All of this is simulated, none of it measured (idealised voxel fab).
Herein follows the process module entitled voxel self aligned vias.
Shown is cross-section cut, with a width of 175 nm and square cells of size 5 nm.
Cross-section spec: square-cell grid; bands listed top down; each band is one or more rows. Top, bottom (nm), then materials left to right with widths (nm); lone material tagged "all across" fills the whole band edge to edge; "blank" = empty space. The reference from which all heights are counted is 0, the level beneath which the as-received wafer is entirely one material; the lowest band, having no lower bound, proceeds downward and is written after the example "from 0 down". The width entry "30->40" should be interpreted row by row: the top row of cells in the band takes the first number, the bottom row takes the second number, and the change between adjacent rows is uniform throughout. "no change" -> step changed no cross-section cell. Look at "Sealed void list" for the closed voids: empty spaces with no open path to the top, sized 8 cells or up. Each is width x height at distance, distance from the left edge, all nm. Where a step's line continues beyond its settings, the continuation is a remark by the simulator itself on that step. overlay nm: mask right of planned place by this much (step with mask). Neg. = left. Everything after this point is organized in pairs: a cross-section before one process step, a cross-section after it that shows only as deep as the lowest changed band, and, under the pair, the intervening step with its settings. Because different runs of this module on the same starting wafer can supply different pairs, a pair continues from the pair above it only if its entry headed "Preceding state" says so.

Preceding state
> from 60 to 45: lowk: 35  blank: 35  lowk: 105
> from 45 to 40: lowk: 35  SiN: 35  lowk: 30  SiN: 35  lowk: 40
> from 40 to 25: lowk: 35  TiN: 5  W: 25  TiN: 5  lowk: 30  TiN: 5  W: 25  TiN: 5  lowk: 40
> from 25 to 20: lowk: 35  TiN: 35  lowk: 30  TiN: 35  lowk: 40
> from 20 to 15: SiCN all across
> from 15 to 0: SiO2 all across
> from 0 down: Si all across
> Sealed void list: none

Post-Step Section View
> from 60 to 45: lowk: 35  blank: 35  lowk: 105
> from 45 to 40: lowk: 35  blank: 35  lowk: 30  SiN: 35  lowk: 40
> Rest of section, below 40: as before.
> Sealed void list: none
Before/after cross-sections above; step in between: MASKED_ETCH: tone open, mask id VIAS, width nm 35, etch materials SiN, depth nm 5, overlay nm 0

Preceding state: The cross-section prior to this step is the one presented after the step of the pair immediately above.

Post-Step Section View
> from 65 to 60: TiN: 40  blank: 25  TiN: 110
> from 60 to 45: lowk: 35  TiN: 5  blank: 25  TiN: 5  lowk: 105
> from 45 to 40: lowk: 35  TiN: 35  lowk: 30  SiN: 35  lowk: 40
> Rest of section, below 40: as before.
> Sealed void list: none
Before/after cross-sections above; step in between: CONFORMAL_DEP: material TiN, thk nm 5

Preceding state: The cross-section prior to this step is the one presented after the step of the pair immediately above.

Post-Step Section View
> from 70 to 65: Cu all across
> from 65 to 60: TiN: 40  Cu: 25  TiN: 110
> from 60 to 45: lowk: 35  TiN: 5  Cu: 25  TiN: 5  lowk: 105
> Rest of section, below 45: as before.
> Sealed void list: none
Before/after cross-sections above; step in between: FILL_DEP: material Cu, thk nm 5

Preceding state: The cross-section prior to this step is the one presented after the step of the pair immediately above.

Post-Step Section View
> from 60 to 45: lowk: 35  TiN: 5  Cu: 25  TiN: 5  lowk: 105
> Rest of section, below 45: as before.
> Sealed void list: none
Before/after cross-sections above; step in between: CMP: height nm 60

Preceding state: The cross-section prior to this step is the one presented after the step of the pair immediately above.

Post-Step Section View
> from 65 to 60: SiN all across
> Rest of section, below 60: as before.
> Sealed void list: none
Before/after cross-sections above; step in between: CONFORMAL_DEP: material SiN, thk nm 5

Preceding state
> from 60 to 45: lowk all across
> from 45 to 40: lowk: 40  SiN: 25  lowk: 40  SiN: 25  lowk: 45
> from 40 to 25: lowk: 40  TiN: 5  W: 15  TiN: 5  lowk: 40  TiN: 5  W: 15  TiN: 5  lowk: 45
> from 25 to 20: lowk: 40  TiN: 25  lowk: 40  TiN: 25  lowk: 45
> from 20 to 15: SiCN all across
> from 15 to 0: SiO2 all across
> from 0 down: Si all across
> Sealed void list: none

Post-Step Section View
> from 60 to 45: lowk: 30  blank: 35  lowk: 110
> Rest of section, below 45: as before.
> Sealed void list: none
Before/after cross-sections above; step in between: MASKED_ETCH: tone open, mask id VIAS, width nm 35, etch materials lowk, depth nm 15, overlay nm -5

Preceding state: The cross-section prior to this step is the one presented after the step of the pair immediately above.

Post-Step Section View
> from 60 to 45: lowk: 30  blank: 35  lowk: 110
> from 45 to 40: lowk: 40  blank: 25  lowk: 40  SiN: 25  lowk: 45
> Rest of section, below 40: as before.
> Sealed void list: none
Before/after cross-sections above; step in between: MASKED_ETCH: tone open, mask id VIAS, width nm 35, etch materials SiN, depth nm 5, overlay nm 0

Preceding state: The cross-section prior to this step is the one presented after the step of the pair immediately above.

Post-Step Section View
> from 65 to 60: TiN: 35  blank: 25  TiN: 115
> from 60 to 50: lowk: 30  TiN: 5  blank: 25  TiN: 5  lowk: 110
> from 50 to 45: lowk: 30  TiN: 15  blank: 15  TiN: 5  lowk: 110
> from 45 to 40: lowk: 40  TiN: 25  lowk: 40  SiN: 25  lowk: 45
> Rest of section, below 40: as before.
> Sealed void list: none
Before/after cross-sections above; step in between: CONFORMAL_DEP: material TiN, thk nm 5

Preceding state: The cross-section prior to this step is the one presented after the step of the pair immediately above.

Post-Step Section View
> from 70 to 65: Cu all across
> from 65 to 60: TiN: 35  Cu: 25  TiN: 115
> from 60 to 50: lowk: 30  TiN: 5  Cu: 25  TiN: 5  lowk: 110
> from 50 to 45: lowk: 30  TiN: 15  Cu: 15  TiN: 5  lowk: 110
> Rest of section, below 45: as before.
> Sealed void list: none
Before/after cross-sections above; step in between: FILL_DEP: material Cu, thk nm 5

Preceding state: The cross-section prior to this step is the one presented after the step of the pair immediately above.

Post-Step Section View
> from 60 to 50: lowk: 30  TiN: 5  Cu: 25  TiN: 5  lowk: 110
> Rest of section, below 50: as before.
> Sealed void list: none
Before/after cross-sections above; step in between: CMP: height nm 60

Preceding state: The cross-section prior to this step is the one presented after the step of the pair immediately above.

Post-Step Section View
> from 65 to 60: SiN all across
> Rest of section, below 60: as before.
> Sealed void list: none
Before/after cross-sections above; step in between: CONFORMAL_DEP: material SiN, thk nm 5

Preceding state
> from 60 to 50: lowk: 35  TiN: 5  Cu: 25  TiN: 5  lowk: 105
> from 50 to 45: lowk: 35  TiN: 10  Cu: 15  TiN: 10  lowk: 105
> from 45 to 40: lowk: 40  TiN: 25  lowk: 40  SiN: 25  lowk: 45
> from 40 to 25: lowk: 40  TiN: 5  W: 15  TiN: 5  lowk: 40  TiN: 5  W: 15  TiN: 5  lowk: 45
> from 25 to 20: lowk: 40  TiN: 25  lowk: 40  TiN: 25  lowk: 45
> from 20 to 15: SiCN all across
> from 15 to 0: SiO2 all across
> from 0 down: Si all across
> Sealed void list: none

Post-Step Section View
> from 65 to 60: Cu all across
> Rest of section, below 60: as before.
> Sealed void list: none
Before/after cross-sections above; step in between: CONFORMAL_DEP: material Cu, thk nm 5

Preceding state
> from 60 to 45: lowk all across
> from 45 to 40: lowk: 40  SiN: 25  lowk: 40  SiN: 25  lowk: 45
> from 40 to 25: lowk: 40  TiN: 5  W: 15  TiN: 5  lowk: 40  TiN: 5  W: 15  TiN: 5  lowk: 45
> from 25 to 20: lowk: 40  TiN: 25  lowk: 40  TiN: 25  lowk: 45
> from 20 to 15: SiCN all across
> from 15 to 0: SiO2 all across
> from 0 down: Si all across
> Sealed void list: none

Post-Step Section View
> from 60 to 45: blank: 35  lowk: 35  blank: 105
> Rest of section, below 45: as before.
> Sealed void list: none
Before/after cross-sections above; step in between: MASKED_ETCH: tone cover, mask id VIAS, width nm 35, etch materials lowk, depth nm 15, overlay nm 0

Preceding state: The cross-section prior to this step is the one presented after the step of the pair immediately above.

Post-Step Section View
> from 65 to 60: blank: 30  TiN: 45  blank: 100
> from 60 to 50: blank: 30  TiN: 5  lowk: 35  TiN: 5  blank: 100
> from 50 to 45: TiN: 35  lowk: 35  TiN: 105
> Rest of section, below 45: as before.
> Sealed void list: none
Before/after cross-sections above; step in between: CONFORMAL_DEP: material TiN, thk nm 5

Preceding state: The cross-section prior to this step is the one presented after the step of the pair immediately above.

Post-Step Section View
> from 70 to 65: Cu all across
> from 65 to 60: Cu: 30  TiN: 45  Cu: 100
> from 60 to 50: Cu: 30  TiN: 5  lowk: 35  TiN: 5  Cu: 100
> Rest of section, below 50: as before.
> Sealed void list: none
Before/after cross-sections above; step in between: FILL_DEP: material Cu, thk nm 5

Preceding state: The cross-section prior to this step is the one presented after the step of the pair immediately above.

Post-Step Section View
> from 60 to 50: Cu: 30  TiN: 5  lowk: 35  TiN: 5  Cu: 100
> Rest of section, below 50: as before.
> Sealed void list: none
Before/after cross-sections above; step in between: CMP: height nm 60

Preceding state: The cross-section prior to this step is the one presented after the step of the pair immediately above.

Post-Step Section View
> from 65 to 60: SiN all across
> Rest of section, below 60: as before.
> Sealed void list: none
Before/after cross-sections above; step in between: CONFORMAL_DEP: material SiN, thk nm 5
